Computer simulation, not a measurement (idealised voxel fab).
The following process module bears the name voxel trench capacitor.
Section cut is 230 nm wide and gridded with 5 nm square cells.
If you're reading a cross-section in this doc, picture square cells in a grid; it comes to you as bands, top ones listed first down to the bottom, and a band can be one or more rows of cells. Per band: top height and bottom height in nm, followed by the left-to-right materials and their widths in nm; "all across" marks a single material spanning edge to edge, "blank" marks empty space. Heights from 0 (as-received wafer is one material below). Bottom band endless downward, as "0 and below". The notation "30..40" denotes a width that varies across the rows of cells in the band, beginning at the first number in the top row, finishing at the second number in the bottom row, and changing by an identical amount from each row to the next. Where a step carries "stayed the same", the cross-section came out of it unchanged, cell for cell. What "Enclosed void entries" gives you is every empty space of 8 cells or more that is cut off from the top. Each appears as width x height at distance, with the distance taken from the left edge and width, height and distance all in nm. It should be noted that, on the line of a given step, the content following the step's settings is a remark produced by the simulator itself with respect to that step. overlay nm: mask offset rightward from planned place, masked step; negative means leftward offset.
**Steps planned for the process**
- 1: RECEIVE | material Si
- 2: CONFORMAL_DEP | material SiN | thk nm 5
- 3: DIRECTIONAL_DEP | material aC | thk nm 15
- 4: PATTERN | tone open | mask id TRENCH | material resist | width nm 20 | pitch nm 40 | thk nm 30 | overlay nm 0
- 5: DIRECTIONAL_ETCH | etch materials aC | depth nm 15
- 6: STRIP | etch materials resist
- 7: DIRECTIONAL_ETCH | etch materials SiN | depth nm 5
- 8: DIRECTIONAL_ETCH | etch materials Si | depth nm 25
- 9: STRIP | etch materials aC
- 10: CONFORMAL_DEP | material SiO2 | thk nm 5
- 11: FILL_DEP | material polySi | thk nm 10
- 12: CMP | height nm 5
**Run as planned: first of two wafers**
**Cross-section: wafer on arrival = after step 1**
	0 and below: Si all across
	Enclosed void entries: none
**Step 2 complete: cross-section through the wafer**
	5 down to 0: SiN all across
	Everything under 0 stays put, no change at all.
**Step 3 complete: cross-section through the wafer**
	20 down to 5: aC all across
	Everything under 5 stays put, no change at all.
**Step 4 complete: cross-section through the wafer**
	50 down to 20: 85 resist | 20 blank | 20 resist | 20 blank | 85 resist
	Everything under 20 stays put, no change at all.
**Step 5 complete: cross-section through the wafer**
	35 down to 20: 85 resist | 20 blank | 20 resist | 20 blank | 85 resist
	20 down to 5: 85 aC | 20 blank | 20 aC | 20 blank | 85 aC
	Everything under 5 stays put, no change at all.
**Step 6 complete: cross-section through the wafer**
	20 down to 5: 85 aC | 20 blank | 20 aC | 20 blank | 85 aC
	Everything under 5 stays put, no change at all.
**Step 7 complete: cross-section through the wafer**
	20 down to 5: 85 aC | 20 blank | 20 aC | 20 blank | 85 aC
	5 down to 0: 85 SiN | 20 blank | 20 SiN | 20 blank | 85 SiN
	Everything under 0 stays put, no change at all.
**Step 8 complete: cross-section through the wafer**
	20 down to 5: 85 aC | 20 blank | 20 aC | 20 blank | 85 aC
	5 down to 0: 85 SiN | 20 blank | 20 SiN | 20 blank | 85 SiN
	0 down to -25: 85 Si | 20 blank | 20 Si | 20 blank | 85 Si
	Everything under -25 stays put, no change at all.
**Step 9 complete: cross-section through the wafer**
	5 down to 0: 85 SiN | 20 blank | 20 SiN | 20 blank | 85 SiN
	Everything under 0 stays put, no change at all.
**Step 10 complete: cross-section through the wafer**
	10 down to 5: 90 SiO2 | 10 blank | 30 SiO2 | 10 blank | 90 SiO2
	5 down to 0: 85 SiN | 5 SiO2 | 10 blank | 5 SiO2 | 20 SiN | 5 SiO2 | 10 blank | 5 SiO2 | 85 SiN
	0 down to -20: 85 Si | 5 SiO2 | 10 blank | 5 SiO2 | 20 Si | 5 SiO2 | 10 blank | 5 SiO2 | 85 Si
	-20 down to -25: 85 Si | 20 SiO2 | 20 Si | 20 SiO2 | 85 Si
	Everything under -25 stays put, no change at all.
**Step 11 complete: cross-section through the wafer**
	20 down to 10: polySi all across
	10 down to 5: 90 SiO2 | 10 polySi | 30 SiO2 | 10 polySi | 90 SiO2
	5 down to 0: 85 SiN | 5 SiO2 | 10 polySi | 5 SiO2 | 20 SiN | 5 SiO2 | 10 polySi | 5 SiO2 | 85 SiN
	0 down to -20: 85 Si | 5 SiO2 | 10 polySi | 5 SiO2 | 20 Si | 5 SiO2 | 10 polySi | 5 SiO2 | 85 Si
	Everything under -20 stays put, no change at all.
**Step 12 complete: cross-section through the wafer**
	5 down to 0: 85 SiN | 5 SiO2 | 10 polySi | 5 SiO2 | 20 SiN | 5 SiO2 | 10 polySi | 5 SiO2 | 85 SiN
	Everything under 0 stays put, no change at all.
**Second wafer. Start and plan as for the first. One mistake made in running. Agrees with the first up to and including step 9**
**Cross-section, second wafer, at the end time the plan gives for step 10**
	10 down to 0: 90 SiN | 10 blank | 30 SiN | 10 blank | 90 SiN
	0 down to -20: 85 Si | 5 SiN | 10 blank | 5 SiN | 20 Si | 5 SiN | 10 blank | 5 SiN | 85 Si
	-20 down to -25: 85 Si | 20 SiN | 20 Si | 20 SiN | 85 Si
	Everything under -25 stays put, no change at all.
**Cross-section, second wafer, at the end time the plan gives for step 11**
	20 down to 10: polySi all across
	10 down to 0: 90 SiN | 10 polySi | 30 SiN | 10 polySi | 90 SiN
	0 down to -20: 85 Si | 5 SiN | 10 polySi | 5 SiN | 20 Si | 5 SiN | 10 polySi | 5 SiN | 85 Si
	Everything under -20 stays put, no change at all.
**Cross-section, second wafer, at the end time the plan gives for step 12**
	5 down to 0: 90 SiN | 10 polySi | 30 SiN | 10 polySi | 90 SiN
	Everything under 0 stays put, no change at all.
Which mistake was made when the wafer was run? for step 10, the planned setting was not used; the step was instead run as CONFORMAL_DEP | material SiN | thk nm 5
Count the cells at the end and the second wafer has more or fewer of some materials than the first: 28 more of SiN | 28 fewer of SiO2
